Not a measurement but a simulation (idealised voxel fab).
Module name: voxel self aligned contacts (process module)
It is cross-section cut that appears here, measuring 250 nm in width, its square cells being 5 nm in size.
Each cross-section below is a grid of square cells, stated as bands in top-down order, with one or more rows of cells making up each band. Look at the band entry: it leads with the top's height and the bottom's height in nm. Then it lists the materials left to right, with a width in nm for each. The word "full width" on a single material says that material fills the band edge to edge. The word "air" is empty space. Note: height 0 marks the level under which the wafer is uniformly one material as received. Lowest band unbounded below, written "0 and below". The width entry "30->40" should be interpreted row by row: the top row of cells in the band takes the first number, the bottom row takes the second number, and the change between adjacent rows is uniform throughout. Basically "nothing got changed" means that step didn't change any cell in the cross-section. Heads up: "Enclosed cavities" only lists the empty pockets with no open path to the top that are 8 cells or more, and it writes them as width x height at distance, distance from the left edge, in nm. It should be noted that, on the line of a given step, the content following the step's settings is a remark produced by the simulator itself with respect to that step. "overlay nm" answers the question of how far to the right of plan the mask lay on a step that has a mask, and when it is negative the answer is to the left.

## Intended process steps
1,RECEIVE | material Si
2,OXIDIZE | depth nm 5
3,DIRECTIONAL_DEP | material polySi | thk nm 20
4,DIRECTIONAL_DEP | material SiN | thk nm 20
5,MASKED_ETCH | tone cover | mask id GATE | width nm 25 | pitch nm 60 | etch materials SiN | depth nm 20 | overlay nm 0
6,MASKED_ETCH | tone cover | mask id GATE | width nm 25 | pitch nm 60 | etch materials polySi | depth nm 20 | overlay nm 0
7,CONFORMAL_DEP | material SiN | thk nm 10
8,DIRECTIONAL_ETCH | etch materials SiN | depth nm 10
9,FILL_DEP | material SiO2 | thk nm 10
10,CMP | height nm 45
11,MASKED_ETCH | tone open | mask id CONTACT | width nm 45 | pitch nm 60 | etch materials SiO2 | depth nm 50 | overlay nm 0
12,CONFORMAL_DEP | material TiN | thk nm 5
13,FILL_DEP | material Ru | thk nm 10
14,CMP | height nm 45
15,CONFORMAL_DEP | material SiCN | thk nm 5

## The first of the two wafers, which ran as planned

## So this is the incoming wafer in cross-section - it's already been through step 1
	0 and below | Si full width
	Enclosed cavities: none

## after step 2
	0 down to -5 | SiO2 full width
	Nothing below the height -5 has changed.

## after step 3
	20 down to 0 | polySi full width
	Nothing below the height 0 has changed.

## after step 4
	40 down to 20 | SiN full width
	Nothing below the height 20 has changed.

## after step 5
	40 down to 20 | 50 nm air / 25 nm SiN / 35 nm air / 25 nm SiN / 35 nm air / 25 nm SiN / 55 nm air
	Nothing below the height 20 has changed.

## after step 6
	40 down to 20 | 50 nm air / 25 nm SiN / 35 nm air / 25 nm SiN / 35 nm air / 25 nm SiN / 55 nm air
	20 down to 0 | 50 nm air / 25 nm polySi / 35 nm air / 25 nm polySi / 35 nm air / 25 nm polySi / 55 nm air
	Nothing below the height 0 has changed.

## after step 7
	50 down to 20 | 40 nm air / 45 nm SiN / 15 nm air / 45 nm SiN / 15 nm air / 45 nm SiN / 45 nm air
	20 down to 10 | 40 nm air / 10 nm SiN / 25 nm polySi / 10 nm SiN / 15 nm air / 10 nm SiN / 25 nm polySi / 10 nm SiN / 15 nm air / 10 nm SiN / 25 nm polySi / 10 nm SiN / 45 nm air
	10 down to 0 | 50 nm SiN / 25 nm polySi / 35 nm SiN / 25 nm polySi / 35 nm SiN / 25 nm polySi / 55 nm SiN
	Nothing below the height 0 has changed.

## after step 8
	40 down to 20 | 40 nm air / 45 nm SiN / 15 nm air / 45 nm SiN / 15 nm air / 45 nm SiN / 45 nm air
	20 down to 0 | 40 nm air / 10 nm SiN / 25 nm polySi / 10 nm SiN / 15 nm air / 10 nm SiN / 25 nm polySi / 10 nm SiN / 15 nm air / 10 nm SiN / 25 nm polySi / 10 nm SiN / 45 nm air
	Nothing below the height 0 has changed.

## after step 9
	50 down to 40 | SiO2 full width
	40 down to 20 | 40 nm SiO2 / 45 nm SiN / 15 nm SiO2 / 45 nm SiN / 15 nm SiO2 / 45 nm SiN / 45 nm SiO2
	20 down to 0 | 40 nm SiO2 / 10 nm SiN / 25 nm polySi / 10 nm SiN / 15 nm SiO2 / 10 nm SiN / 25 nm polySi / 10 nm SiN / 15 nm SiO2 / 10 nm SiN / 25 nm polySi / 10 nm SiN / 45 nm SiO2
	Nothing below the height 0 has changed.

## after step 10
	45 down to 40 | SiO2 full width
	Nothing below the height 40 has changed.

## after step 11
	45 down to 40 | 70 nm SiO2 / 45 nm air / 15 nm SiO2 / 45 nm air / 75 nm SiO2
	40 down to 20 | 40 nm SiO2 / 45 nm SiN / 15 nm air / 45 nm SiN / 15 nm air / 45 nm SiN / 45 nm SiO2
	20 down to 0 | 40 nm SiO2 / 10 nm SiN / 25 nm polySi / 10 nm SiN / 15 nm air / 10 nm SiN / 25 nm polySi / 10 nm SiN / 15 nm air / 10 nm SiN / 25 nm polySi / 10 nm SiN / 45 nm SiO2
	0 down to -5 | 85 nm SiO2 / 15 nm air / 45 nm SiO2 / 15 nm air / 90 nm SiO2
	Nothing below the height -5 has changed.

## after step 12
	50 down to 45 | 75 nm TiN / 35 nm air / 25 nm TiN / 35 nm air / 80 nm TiN
	45 down to 40 | 70 nm SiO2 / 20 nm TiN / 5 nm air / 20 nm TiN / 15 nm SiO2 / 20 nm TiN / 5 nm air / 20 nm TiN / 75 nm SiO2
	40 down to 20 | 40 nm SiO2 / 45 nm SiN / 5 nm TiN / 5 nm air / 5 nm TiN / 45 nm SiN / 5 nm TiN / 5 nm air / 5 nm TiN / 45 nm SiN / 45 nm SiO2
	20 down to 0 | 40 nm SiO2 / 10 nm SiN / 25 nm polySi / 10 nm SiN / 5 nm TiN / 5 nm air / 5 nm TiN / 10 nm SiN / 25 nm polySi / 10 nm SiN / 5 nm TiN / 5 nm air / 5 nm TiN / 10 nm SiN / 25 nm polySi / 10 nm SiN / 45 nm SiO2
	0 down to -5 | 85 nm SiO2 / 15 nm TiN / 45 nm SiO2 / 15 nm TiN / 90 nm SiO2
	Nothing below the height -5 has changed.

## after step 13
	60 down to 50 | Ru full width
	50 down to 45 | 75 nm TiN / 35 nm Ru / 25 nm TiN / 35 nm Ru / 80 nm TiN
	45 down to 40 | 70 nm SiO2 / 20 nm TiN / 5 nm Ru / 20 nm TiN / 15 nm SiO2 / 20 nm TiN / 5 nm Ru / 20 nm TiN / 75 nm SiO2
	40 down to 20 | 40 nm SiO2 / 45 nm SiN / 5 nm TiN / 5 nm Ru / 5 nm TiN / 45 nm SiN / 5 nm TiN / 5 nm Ru / 5 nm TiN / 45 nm SiN / 45 nm SiO2
	20 down to 0 | 40 nm SiO2 / 10 nm SiN / 25 nm polySi / 10 nm SiN / 5 nm TiN / 5 nm Ru / 5 nm TiN / 10 nm SiN / 25 nm polySi / 10 nm SiN / 5 nm TiN / 5 nm Ru / 5 nm TiN / 10 nm SiN / 25 nm polySi / 10 nm SiN / 45 nm SiO2
	Nothing below the height 0 has changed.

## after step 14
	45 down to 40 | 70 nm SiO2 / 20 nm TiN / 5 nm Ru / 20 nm TiN / 15 nm SiO2 / 20 nm TiN / 5 nm Ru / 20 nm TiN / 75 nm SiO2
	Nothing below the height 40 has changed.

## after step 15
	50 down to 45 | SiCN full width
	Nothing below the height 45 has changed.

## The remaining wafer, second of the two, started like the first and was run to the same plan, except that one mistake was made along the way; the two coincide through step 5, inclusive

## Cross-section of the second wafer at the time by which step 6 should have been completed according to the plan
	40 down to 20 | 50 nm air / 25 nm SiN / 35 nm air / 25 nm SiN / 35 nm air / 25 nm SiN / 55 nm air
	20 down to 0 | 45 nm air / 35 nm polySi / 25 nm air / 35 nm polySi / 25 nm air / 35 nm polySi / 50 nm air
	Nothing below the height 0 has changed.

## Cross-section of the second wafer at the time by which step 7 should have been completed according to the plan
	50 down to 30 | 40 nm air / 45 nm SiN / 15 nm air / 45 nm SiN / 15 nm air / 45 nm SiN / 45 nm air
	30 down to 20 | 35 nm air / 55 nm SiN / 5 nm air / 55 nm SiN / 5 nm air / 55 nm SiN / 40 nm air
	20 down to 10 | 35 nm air / 10 nm SiN / 35 nm polySi / 10 nm SiN / 5 nm air / 10 nm SiN / 35 nm polySi / 10 nm SiN / 5 nm air / 10 nm SiN / 35 nm polySi / 10 nm SiN / 40 nm air
	10 down to 0 | 45 nm SiN / 35 nm polySi / 25 nm SiN / 35 nm polySi / 25 nm SiN / 35 nm polySi / 50 nm SiN
	Nothing below the height 0 has changed.

## Cross-section of the second wafer at the time by which step 8 should have been completed according to the plan
	40 down to 20 | 40 nm air / 45 nm SiN / 15 nm air / 45 nm SiN / 15 nm air / 45 nm SiN / 45 nm air
	20 down to 0 | 35 nm air / 10 nm SiN / 35 nm polySi / 10 nm SiN / 5 nm air / 10 nm SiN / 35 nm polySi / 10 nm SiN / 5 nm air / 10 nm SiN / 35 nm polySi / 10 nm SiN / 40 nm air
	Nothing below the height 0 has changed.

## Cross-section of the second wafer at the time by which step 9 should have been completed according to the plan
	50 down to 40 | SiO2 full width
	40 down to 20 | 40 nm SiO2 / 45 nm SiN / 15 nm SiO2 / 45 nm SiN / 15 nm SiO2 / 45 nm SiN / 45 nm SiO2
	20 down to 0 | 35 nm SiO2 / 10 nm SiN / 35 nm polySi / 10 nm SiN / 5 nm SiO2 / 10 nm SiN / 35 nm polySi / 10 nm SiN / 5 nm SiO2 / 10 nm SiN / 35 nm polySi / 10 nm SiN / 40 nm SiO2
	Nothing below the height 0 has changed.

## Cross-section of the second wafer at the time by which step 10 should have been completed according to the plan
	45 down to 40 | SiO2 full width
	Nothing below the height 40 has changed.

## Cross-section of the second wafer at the time by which step 11 should have been completed according to the plan
	45 down to 40 | 70 nm SiO2 / 45 nm air / 15 nm SiO2 / 45 nm air / 75 nm SiO2
	40 down to 20 | 40 nm SiO2 / 45 nm SiN / 15 nm air / 45 nm SiN / 15 nm air / 45 nm SiN / 45 nm SiO2
	20 down to 0 | 35 nm SiO2 / 10 nm SiN / 35 nm polySi / 10 nm SiN / 5 nm air / 10 nm SiN / 35 nm polySi / 10 nm SiN / 5 nm air / 10 nm SiN / 35 nm polySi / 10 nm SiN / 40 nm SiO2
	0 down to -5 | 90 nm SiO2 / 5 nm air / 55 nm SiO2 / 5 nm air / 95 nm SiO2
	Nothing below the height -5 has changed.

## Cross-section of the second wafer at the time by which step 12 should have been completed according to the plan
	50 down to 45 | 75 nm TiN / 35 nm air / 25 nm TiN / 35 nm air / 80 nm TiN
	45 down to 40 | 70 nm SiO2 / 20 nm TiN / 5 nm air / 20 nm TiN / 15 nm SiO2 / 20 nm TiN / 5 nm air / 20 nm TiN / 75 nm SiO2
	40 down to 25 | 40 nm SiO2 / 45 nm SiN / 5 nm TiN / 5 nm air / 5 nm TiN / 45 nm SiN / 5 nm TiN / 5 nm air / 5 nm TiN / 45 nm SiN / 45 nm SiO2
	25 down to 20 | 40 nm SiO2 / 45 nm SiN / 15 nm TiN / 45 nm SiN / 15 nm TiN / 45 nm SiN / 45 nm SiO2
	20 down to 0 | 35 nm SiO2 / 10 nm SiN / 35 nm polySi / 10 nm SiN / 5 nm TiN / 10 nm SiN / 35 nm polySi / 10 nm SiN / 5 nm TiN / 10 nm SiN / 35 nm polySi / 10 nm SiN / 40 nm SiO2
	0 down to -5 | 90 nm SiO2 / 5 nm TiN / 55 nm SiO2 / 5 nm TiN / 95 nm SiO2
	Nothing below the height -5 has changed.

## Cross-section of the second wafer at the time by which step 13 should have been completed according to the plan
	60 down to 50 | Ru full width
	50 down to 45 | 75 nm TiN / 35 nm Ru / 25 nm TiN / 35 nm Ru / 80 nm TiN
	45 down to 40 | 70 nm SiO2 / 20 nm TiN / 5 nm Ru / 20 nm TiN / 15 nm SiO2 / 20 nm TiN / 5 nm Ru / 20 nm TiN / 75 nm SiO2
	40 down to 25 | 40 nm SiO2 / 45 nm SiN / 5 nm TiN / 5 nm Ru / 5 nm TiN / 45 nm SiN / 5 nm TiN / 5 nm Ru / 5 nm TiN / 45 nm SiN / 45 nm SiO2
	Nothing below the height 25 has changed.

## Cross-section of the second wafer at the time by which step 14 should have been completed according to the plan
	45 down to 40 | 70 nm SiO2 / 20 nm TiN / 5 nm Ru / 20 nm TiN / 15 nm SiO2 / 20 nm TiN / 5 nm Ru / 20 nm TiN / 75 nm SiO2
	Nothing below the height 40 has changed.

## Cross-section of the second wafer at the time by which step 15 should have been completed according to the plan
	50 down to 45 | SiCN full width
	Nothing below the height 45 has changed.
Run error: step 6 was not run as planned; what actually ran was MASKED_ETCH | tone cover | mask id GATE | width nm 35 | pitch nm 60 | etch materials polySi | depth nm 20 | overlay nm 0
Counted in cells at the end, the second wafer holds more or fewer of these materials than the first: Ru -10, SiO2 -4, TiN -10, polySi +24
